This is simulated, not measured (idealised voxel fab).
Proc. module: voxel wiring stack
Square cells of 5 nm make up the cross-section cut, whose width is 180 nm.
Think of the cross-section as a grid of square cells. We describe it in bands, top to bottom, and each band covers one or more rows of those cells. Heights first: top, then bottom, in nm. Then materials, left to right, each with a width in nm. "all across" on a single material: fills the band edge to edge. "empty": empty space. Heights are measured from 0, the level below which the as-received wafer is all one material; the lowest band has no bottom and continues downward, written as in "top 0, no bottom". Graded width ("30 to 40"): value in top row of band = first number; value in bottom row = second number; row-to-row change constant. You'll sometimes find "changes: none" written for a step, and that's the way of saying that nowhere in the cross-section did a cell change during that step. Closed-off voids of 8+ cells (no open route to the top) go in "Enclosed void list", written width x height at distance from the left edge, in nm. On each step's line, the part that comes after the settings is the simulator's own comment on the step. overlay nm, on a step with a mask: how far to the right of its planned place the mask lay; to the left if negative.
THE PROCESS STEPS THAT WERE PLANNED ARE LISTED BELOW
1. RECEIVE | material Si
2. CONFORMAL_DEP | material SiO2 | thk nm 10
3. DIRECTIONAL_DEP | material TiN | thk nm 5
4. DIRECTIONAL_DEP | material Ru | thk nm 15
5. MASKED_ETCH | tone cover | mask id METAL_1 | width nm 30 | pitch nm 50 | etch materials Ru | depth nm 15 | overlay nm 0
6. MASKED_ETCH | tone cover | mask id METAL_1 | width nm 30 | pitch nm 50 | etch materials TiN | depth nm 5 | overlay nm 0
7. CONFORMAL_DEP | material SiCN | thk nm 5
8. FILL_DEP | material SiO2 | thk nm 10
9. CMP | height nm 30
10. CONFORMAL_DEP | material SiCN | thk nm 5
11. DIRECTIONAL_DEP | material SiO2 | thk nm 30
12. MASKED_ETCH | tone open | mask id METAL_2_HOLES | width nm 15 | pitch nm 50 | etch materials SiO2 | depth nm 30 | overlay nm 0
13. PATTERN | tone open | mask id METAL_2 | material resist | width nm 30 | pitch nm 50 | thk nm 20 | overlay nm 0
14. DIRECTIONAL_ETCH | etch materials SiO2 | depth nm 20
15. DIRECTIONAL_ETCH | etch materials SiCN | depth nm 5
16. STRIP | etch materials resist
17. CONFORMAL_DEP | material TiN | thk nm 5
18. FILL_DEP | material Ru | thk nm 5
19. CMP | height nm 65
20. CONFORMAL_DEP | material SiCN | thk nm 5
21. DIRECTIONAL_DEP | material SiO2 | thk nm 25
22. PATTERN | tone open | mask id METAL_3 | material resist | width nm 30 | pitch nm 50 | thk nm 20 | overlay nm 0
23. DIRECTIONAL_ETCH | etch materials SiO2 | depth nm 15
24. STRIP | etch materials resist
25. MASKED_ETCH | tone open | mask id METAL_3_HOLES | width nm 15 | etch materials SiO2 | depth nm 10 | overlay nm 0
26. MASKED_ETCH | tone open | mask id METAL_3_HOLES | width nm 15 | etch materials SiCN | depth nm 5 | overlay nm 0
27. CONFORMAL_DEP | material TiN | thk nm 5
28. FILL_DEP | material Ru | thk nm 10
29. CMP | height nm 95
30. CONFORMAL_DEP | material SiCN | thk nm 5
31. DIRECTIONAL_DEP | material lowk | thk nm 35
32. MASKED_ETCH | tone open | mask id METAL_4 | width nm 30 | pitch nm 50 | etch materials lowk | depth nm 20 | overlay nm 0
33. MASKED_ETCH | tone open | mask id METAL_4_HOLES | width nm 15 | pitch nm 50 | etch materials lowk | depth nm 15 | overlay nm 0
34. MASKED_ETCH | tone open | mask id METAL_4_HOLES | width nm 15 | pitch nm 50 | etch materials SiCN | depth nm 5 | overlay nm 0
35. CONFORMAL_DEP | material TiN | thk nm 5
36. FILL_DEP | material Ru | thk nm 5
37. CMP | height nm 135
38. CONFORMAL_DEP | material SiCN | thk nm 5
SO, THE FIRST OF OUR TWO WAFERS, RUN JUST AS WE PLANNED IT
INCOMING WAFER IN CROSS-SECTION (STATE: AFTER STEP 1)
    top 0, no bottom | Si all across
    Enclosed void list: none
WAFER XSEC, POST STEP 2
    top 10, bottom 0 | SiO2 all across
    Everything under 0 stays put, no change at all.
WAFER XSEC, POST STEP 3
    top 15, bottom 10 | TiN all across
    Everything under 10 stays put, no change at all.
WAFER XSEC, POST STEP 4
    top 30, bottom 15 | Ru all across
    Everything under 15 stays put, no change at all.
WAFER XSEC, POST STEP 5
    top 30, bottom 15 | empty: 50, then Ru: 30, then empty: 20, then Ru: 30, then empty: 50
    Everything under 15 stays put, no change at all.
WAFER XSEC, POST STEP 6
    top 30, bottom 15 | empty: 50, then Ru: 30, then empty: 20, then Ru: 30, then empty: 50
    top 15, bottom 10 | empty: 50, then TiN: 30, then empty: 20, then TiN: 30, then empty: 50
    Everything under 10 stays put, no change at all.
WAFER XSEC, POST STEP 7
    top 35, bottom 30 | empty: 45, then SiCN: 40, then empty: 10, then SiCN: 40, then empty: 45
    top 30, bottom 15 | empty: 45, then SiCN: 5, then Ru: 30, then SiCN: 5, then empty: 10, then SiCN: 5, then Ru: 30, then SiCN: 5, then empty: 45
    top 15, bottom 10 | SiCN: 50, then TiN: 30, then SiCN: 20, then TiN: 30, then SiCN: 50
    Everything under 10 stays put, no change at all.
WAFER XSEC, POST STEP 8
    top 45, bottom 35 | SiO2 all across
    top 35, bottom 30 | SiO2: 45, then SiCN: 40, then SiO2: 10, then SiCN: 40, then SiO2: 45
    top 30, bottom 15 | SiO2: 45, then SiCN: 5, then Ru: 30, then SiCN: 5, then SiO2: 10, then SiCN: 5, then Ru: 30, then SiCN: 5, then SiO2: 45
    Everything under 15 stays put, no change at all.
WAFER XSEC, POST STEP 9
    top 30, bottom 15 | SiO2: 45, then SiCN: 5, then Ru: 30, then SiCN: 5, then SiO2: 10, then SiCN: 5, then Ru: 30, then SiCN: 5, then SiO2: 45
    Everything under 15 stays put, no change at all.
WAFER XSEC, POST STEP 10
    top 35, bottom 30 | SiCN all across
    Everything under 30 stays put, no change at all.
WAFER XSEC, POST STEP 11
    top 65, bottom 35 | SiO2 all across
    Everything under 35 stays put, no change at all.
WAFER XSEC, POST STEP 12
    top 65, bottom 35 | SiO2: 50, then empty: 15, then SiO2: 35, then empty: 15, then SiO2: 65
    Everything under 35 stays put, no change at all.
WAFER XSEC, POST STEP 13
    top 85, bottom 65 | resist: 50, then empty: 30, then resist: 20, then empty: 30, then resist: 50
    Everything under 65 stays put, no change at all.
WAFER XSEC, POST STEP 14
    top 85, bottom 65 | resist: 50, then empty: 30, then resist: 20, then empty: 30, then resist: 50
    top 65, bottom 45 | SiO2: 50, then empty: 30, then SiO2: 20, then empty: 30, then SiO2: 50
    Everything under 45 stays put, no change at all.
WAFER XSEC, POST STEP 15
    top 85, bottom 65 | resist: 50, then empty: 30, then resist: 20, then empty: 30, then resist: 50
    top 65, bottom 45 | SiO2: 50, then empty: 30, then SiO2: 20, then empty: 30, then SiO2: 50
    top 45, bottom 35 | SiO2: 50, then empty: 15, then SiO2: 35, then empty: 15, then SiO2: 65
    top 35, bottom 30 | SiCN: 50, then empty: 15, then SiCN: 35, then empty: 15, then SiCN: 65
    Everything under 30 stays put, no change at all.
WAFER XSEC, POST STEP 16
    top 65, bottom 45 | SiO2: 50, then empty: 30, then SiO2: 20, then empty: 30, then SiO2: 50
    Everything under 45 stays put, no change at all.
WAFER XSEC, POST STEP 17
    top 70, bottom 65 | TiN: 55, then empty: 20, then TiN: 30, then empty: 20, then TiN: 55
    top 65, bottom 50 | SiO2: 50, then TiN: 5, then empty: 20, then TiN: 5, then SiO2: 20, then TiN: 5, then empty: 20, then TiN: 5, then SiO2: 50
    top 50, bottom 45 | SiO2: 50, then TiN: 5, then empty: 5, then TiN: 20, then SiO2: 20, then TiN: 5, then empty: 5, then TiN: 20, then SiO2: 50
    top 45, bottom 35 | SiO2: 50, then TiN: 5, then empty: 5, then TiN: 5, then SiO2: 35, then TiN: 5, then empty: 5, then TiN: 5, then SiO2: 65
    top 35, bottom 30 | SiCN: 50, then TiN: 15, then SiCN: 35, then TiN: 15, then SiCN: 65
    Everything under 30 stays put, no change at all.
WAFER XSEC, POST STEP 18
    top 75, bottom 70 | Ru all across
    top 70, bottom 65 | TiN: 55, then Ru: 20, then TiN: 30, then Ru: 20, then TiN: 55
    top 65, bottom 50 | SiO2: 50, then TiN: 5, then Ru: 20, then TiN: 5, then SiO2: 20, then TiN: 5, then Ru: 20, then TiN: 5, then SiO2: 50
    top 50, bottom 45 | SiO2: 50, then TiN: 5, then Ru: 5, then TiN: 20, then SiO2: 20, then TiN: 5, then Ru: 5, then TiN: 20, then SiO2: 50
    top 45, bottom 35 | SiO2: 50, then TiN: 5, then Ru: 5, then TiN: 5, then SiO2: 35, then TiN: 5, then Ru: 5, then TiN: 5, then SiO2: 65
    Everything under 35 stays put, no change at all.
WAFER XSEC, POST STEP 19
    top 65, bottom 50 | SiO2: 50, then TiN: 5, then Ru: 20, then TiN: 5, then SiO2: 20, then TiN: 5, then Ru: 20, then TiN: 5, then SiO2: 50
    Everything under 50 stays put, no change at all.
WAFER XSEC, POST STEP 20
    top 70, bottom 65 | SiCN all across
    Everything under 65 stays put, no change at all.
WAFER XSEC, POST STEP 21
    top 95, bottom 70 | SiO2 all across
    Everything under 70 stays put, no change at all.
WAFER XSEC, POST STEP 22
    top 115, bottom 95 | resist: 50, then empty: 30, then resist: 20, then empty: 30, then resist: 50
    Everything under 95 stays put, no change at all.
WAFER XSEC, POST STEP 23
    top 115, bottom 95 | resist: 50, then empty: 30, then resist: 20, then empty: 30, then resist: 50
    top 95, bottom 80 | SiO2: 50, then empty: 30, then SiO2: 20, then empty: 30, then SiO2: 50
    Everything under 80 stays put, no change at all.
WAFER XSEC, POST STEP 24
    top 95, bottom 80 | SiO2: 50, then empty: 30, then SiO2: 20, then empty: 30, then SiO2: 50
    Everything under 80 stays put, no change at all.
WAFER XSEC, POST STEP 25
    top 95, bottom 80 | SiO2: 50, then empty: 30, then SiO2: 20, then empty: 30, then SiO2: 50
    top 80, bottom 70 | SiO2: 50, then empty: 15, then SiO2: 115
    Everything under 70 stays put, no change at all.
WAFER XSEC, POST STEP 26
    top 95, bottom 80 | SiO2: 50, then empty: 30, then SiO2: 20, then empty: 30, then SiO2: 50
    top 80, bottom 70 | SiO2: 50, then empty: 15, then SiO2: 115
    top 70, bottom 65 | SiCN: 50, then empty: 15, then SiCN: 115
    Everything under 65 stays put, no change at all.
WAFER XSEC, POST STEP 27
    top 100, bottom 95 | TiN: 55, then empty: 20, then TiN: 30, then empty: 20, then TiN: 55
    top 95, bottom 85 | SiO2: 50, then TiN: 5, then empty: 20, then TiN: 5, then SiO2: 20, then TiN: 5, then empty: 20, then TiN: 5, then SiO2: 50
    top 85, bottom 80 | SiO2: 50, then TiN: 5, then empty: 5, then TiN: 20, then SiO2: 20, then TiN: 30, then SiO2: 50
    top 80, bottom 70 | SiO2: 50, then TiN: 5, then empty: 5, then TiN: 5, then SiO2: 115
    top 70, bottom 65 | SiCN: 50, then TiN: 15, then SiCN: 115
    Everything under 65 stays put, no change at all.
WAFER XSEC, POST STEP 28
    top 110, bottom 100 | Ru all across
    top 100, bottom 95 | TiN: 55, then Ru: 20, then TiN: 30, then Ru: 20, then TiN: 55
    top 95, bottom 85 | SiO2: 50, then TiN: 5, then Ru: 20, then TiN: 5, then SiO2: 20, then TiN: 5, then Ru: 20, then TiN: 5, then SiO2: 50
    top 85, bottom 80 | SiO2: 50, then TiN: 5, then Ru: 5, then TiN: 20, then SiO2: 20, then TiN: 30, then SiO2: 50
    top 80, bottom 70 | SiO2: 50, then TiN: 5, then Ru: 5, then TiN: 5, then SiO2: 115
    Everything under 70 stays put, no change at all.
WAFER XSEC, POST STEP 29
    top 95, bottom 85 | SiO2: 50, then TiN: 5, then Ru: 20, then TiN: 5, then SiO2: 20, then TiN: 5, then Ru: 20, then TiN: 5, then SiO2: 50
    Everything under 85 stays put, no change at all.
WAFER XSEC, POST STEP 30
    top 100, bottom 95 | SiCN all across
    Everything under 95 stays put, no change at all.
WAFER XSEC, POST STEP 31
    top 135, bottom 100 | lowk all across
    Everything under 100 stays put, no change at all.
WAFER XSEC, POST STEP 32
    top 135, bottom 115 | lowk: 50, then empty: 30, then lowk: 20, then empty: 30, then lowk: 50
    Everything under 115 stays put, no change at all.
WAFER XSEC, POST STEP 33
    top 135, bottom 115 | lowk: 50, then empty: 30, then lowk: 20, then empty: 30, then lowk: 50
    top 115, bottom 100 | lowk: 50, then empty: 15, then lowk: 35, then empty: 15, then lowk: 65
    Everything under 100 stays put, no change at all.
WAFER XSEC, POST STEP 34
    top 135, bottom 115 | lowk: 50, then empty: 30, then lowk: 20, then empty: 30, then lowk: 50
    top 115, bottom 100 | lowk: 50, then empty: 15, then lowk: 35, then empty: 15, then lowk: 65
    top 100, bottom 95 | SiCN: 50, then empty: 15, then SiCN: 35, then empty: 15, then SiCN: 65
    Everything under 95 stays put, no change at all.
WAFER XSEC, POST STEP 35
    top 140, bottom 135 | TiN: 55, then empty: 20, then TiN: 30, then empty: 20, then TiN: 55
    top 135, bottom 120 | lowk: 50, then TiN: 5, then empty: 20, then TiN: 5, then lowk: 20, then TiN: 5, then empty: 20, then TiN: 5, then lowk: 50
    top 120, bottom 115 | lowk: 50, then TiN: 5, then empty: 5, then TiN: 20, then lowk: 20, then TiN: 5, then empty: 5, then TiN: 20, then lowk: 50
    top 115, bottom 100 | lowk: 50, then TiN: 5, then empty: 5, then TiN: 5, then lowk: 35, then TiN: 5, then empty: 5, then TiN: 5, then lowk: 65
    top 100, bottom 95 | SiCN: 50, then TiN: 15, then SiCN: 35, then TiN: 15, then SiCN: 65
    Everything under 95 stays put, no change at all.
WAFER XSEC, POST STEP 36
    top 145, bottom 140 | Ru all across
    top 140, bottom 135 | TiN: 55, then Ru: 20, then TiN: 30, then Ru: 20, then TiN: 55
    top 135, bottom 120 | lowk: 50, then TiN: 5, then Ru: 20, then TiN: 5, then lowk: 20, then TiN: 5, then Ru: 20, then TiN: 5, then lowk: 50
    top 120, bottom 115 | lowk: 50, then TiN: 5, then Ru: 5, then TiN: 20, then lowk: 20, then TiN: 5, then Ru: 5, then TiN: 20, then lowk: 50
    top 115, bottom 100 | lowk: 50, then TiN: 5, then Ru: 5, then TiN: 5, then lowk: 35, then TiN: 5, then Ru: 5, then TiN: 5, then lowk: 65
    Everything under 100 stays put, no change at all.
WAFER XSEC, POST STEP 37
    top 135, bottom 120 | lowk: 50, then TiN: 5, then Ru: 20, then TiN: 5, then lowk: 20, then TiN: 5, then Ru: 20, then TiN: 5, then lowk: 50
    Everything under 120 stays put, no change at all.
WAFER XSEC, POST STEP 38
    top 140, bottom 135 | SiCN all across
    Everything under 135 stays put, no change at all.
THE SECOND WAFER: COMMON ORIGIN AND PLAN, ONE MISTAKE IN EXECUTION, IDENTICAL TO THE FIRST THROUGH STEP 20
SECOND WAFER, SECTION VIEW, TIME POINT: SCHEDULED END OF STEP 21
    top 120, bottom 70 | SiO2 all across
    Everything under 70 stays put, no change at all.
SECOND WAFER, SECTION VIEW, TIME POINT: SCHEDULED END OF STEP 22
    top 140, bottom 120 | resist: 50, then empty: 30, then resist: 20, then empty: 30, then resist: 50
    Everything under 120 stays put, no change at all.
SECOND WAFER, SECTION VIEW, TIME POINT: SCHEDULED END OF STEP 23
    top 140, bottom 120 | resist: 50, then empty: 30, then resist: 20, then empty: 30, then resist: 50
    top 120, bottom 105 | SiO2: 50, then empty: 30, then SiO2: 20, then empty: 30, then SiO2: 50
    Everything under 105 stays put, no change at all.
SECOND WAFER, SECTION VIEW, TIME POINT: SCHEDULED END OF STEP 24
    top 120, bottom 105 | SiO2: 50, then empty: 30, then SiO2: 20, then empty: 30, then SiO2: 50
    Everything under 105 stays put, no change at all.
SECOND WAFER, SECTION VIEW, TIME POINT: SCHEDULED END OF STEP 25
    top 120, bottom 105 | SiO2: 50, then empty: 30, then SiO2: 20, then empty: 30, then SiO2: 50
    top 105, bottom 95 | SiO2: 50, then empty: 15, then SiO2: 115
    Everything under 95 stays put, no change at all.
Second wafer, section view, time point: scheduled end of step 26: changes: none
SECOND WAFER, SECTION VIEW, TIME POINT: SCHEDULED END OF STEP 27
    top 125, bottom 120 | TiN: 55, then empty: 20, then TiN: 30, then empty: 20, then TiN: 55
    top 120, bottom 110 | SiO2: 50, then TiN: 5, then empty: 20, then TiN: 5, then SiO2: 20, then TiN: 5, then empty: 20, then TiN: 5, then SiO2: 50
    top 110, bottom 105 | SiO2: 50, then TiN: 5, then empty: 5, then TiN: 20, then SiO2: 20, then TiN: 30, then SiO2: 50
    top 105, bottom 100 | SiO2: 50, then TiN: 5, then empty: 5, then TiN: 5, then SiO2: 115
    top 100, bottom 95 | SiO2: 50, then TiN: 15, then SiO2: 115
    Everything under 95 stays put, no change at all.
SECOND WAFER, SECTION VIEW, TIME POINT: SCHEDULED END OF STEP 28
    top 135, bottom 125 | Ru all across
    top 125, bottom 120 | TiN: 55, then Ru: 20, then TiN: 30, then Ru: 20, then TiN: 55
    top 120, bottom 110 | SiO2: 50, then TiN: 5, then Ru: 20, then TiN: 5, then SiO2: 20, then TiN: 5, then Ru: 20, then TiN: 5, then SiO2: 50
    top 110, bottom 105 | SiO2: 50, then TiN: 5, then Ru: 5, then TiN: 20, then SiO2: 20, then TiN: 30, then SiO2: 50
    top 105, bottom 100 | SiO2: 50, then TiN: 5, then Ru: 5, then TiN: 5, then SiO2: 115
    Everything under 100 stays put, no change at all.
SECOND WAFER, SECTION VIEW, TIME POINT: SCHEDULED END OF STEP 29
    top 95, bottom 70 | SiO2 all across
    Everything under 70 stays put, no change at all.
SECOND WAFER, SECTION VIEW, TIME POINT: SCHEDULED END OF STEP 30
    top 100, bottom 95 | SiCN all across
    Everything under 95 stays put, no change at all.
SECOND WAFER, SECTION VIEW, TIME POINT: SCHEDULED END OF STEP 31
    top 135, bottom 100 | lowk all across
    Everything under 100 stays put, no change at all.
SECOND WAFER, SECTION VIEW, TIME POINT: SCHEDULED END OF STEP 32
    top 135, bottom 115 | lowk: 50, then empty: 30, then lowk: 20, then empty: 30, then lowk: 50
    Everything under 115 stays put, no change at all.
SECOND WAFER, SECTION VIEW, TIME POINT: SCHEDULED END OF STEP 33
    top 135, bottom 115 | lowk: 50, then empty: 30, then lowk: 20, then empty: 30, then lowk: 50
    top 115, bottom 100 | lowk: 50, then empty: 15, then lowk: 35, then empty: 15, then lowk: 65
    Everything under 100 stays put, no change at all.
SECOND WAFER, SECTION VIEW, TIME POINT: SCHEDULED END OF STEP 34
    top 135, bottom 115 | lowk: 50, then empty: 30, then lowk: 20, then empty: 30, then lowk: 50
    top 115, bottom 100 | lowk: 50, then empty: 15, then lowk: 35, then empty: 15, then lowk: 65
    top 100, bottom 95 | SiCN: 50, then empty: 15, then SiCN: 35, then empty: 15, then SiCN: 65
    Everything under 95 stays put, no change at all.
SECOND WAFER, SECTION VIEW, TIME POINT: SCHEDULED END OF STEP 35
    top 140, bottom 135 | TiN: 55, then empty: 20, then TiN: 30, then empty: 20, then TiN: 55
    top 135, bottom 120 | lowk: 50, then TiN: 5, then empty: 20, then TiN: 5, then lowk: 20, then TiN: 5, then empty: 20, then TiN: 5, then lowk: 50
    top 120, bottom 115 | lowk: 50, then TiN: 5, then empty: 5, then TiN: 20, then lowk: 20, then TiN: 5, then empty: 5, then TiN: 20, then lowk: 50
    top 115, bottom 100 | lowk: 50, then TiN: 5, then empty: 5, then TiN: 5, then lowk: 35, then TiN: 5, then empty: 5, then TiN: 5, then lowk: 65
    top 100, bottom 95 | SiCN: 50, then TiN: 15, then SiCN: 35, then TiN: 15, then SiCN: 65
    Everything under 95 stays put, no change at all.
SECOND WAFER, SECTION VIEW, TIME POINT: SCHEDULED END OF STEP 36
    top 145, bottom 140 | Ru all across
    top 140, bottom 135 | TiN: 55, then Ru: 20, then TiN: 30, then Ru: 20, then TiN: 55
    top 135, bottom 120 | lowk: 50, then TiN: 5, then Ru: 20, then TiN: 5, then lowk: 20, then TiN: 5, then Ru: 20, then TiN: 5, then lowk: 50
    top 120, bottom 115 | lowk: 50, then TiN: 5, then Ru: 5, then TiN: 20, then lowk: 20, then TiN: 5, then Ru: 5, then TiN: 20, then lowk: 50
    top 115, bottom 100 | lowk: 50, then TiN: 5, then Ru: 5, then TiN: 5, then lowk: 35, then TiN: 5, then Ru: 5, then TiN: 5, then lowk: 65
    Everything under 100 stays put, no change at all.
SECOND WAFER, SECTION VIEW, TIME POINT: SCHEDULED END OF STEP 37
    top 135, bottom 120 | lowk: 50, then TiN: 5, then Ru: 20, then TiN: 5, then lowk: 20, then TiN: 5, then Ru: 20, then TiN: 5, then lowk: 50
    Everything under 120 stays put, no change at all.
SECOND WAFER, SECTION VIEW, TIME POINT: SCHEDULED END OF STEP 38
    top 140, bottom 135 | SiCN all across
    Everything under 135 stays put, no change at all.
Where did the run depart from the plan? heads up, step 21 of the plan got done twice
Wrapping up, a cell-based count of both wafers puts the second over or under the first for these materials: -19 Ru | +3 SiCN | +42 SiO2 | -26 TiN
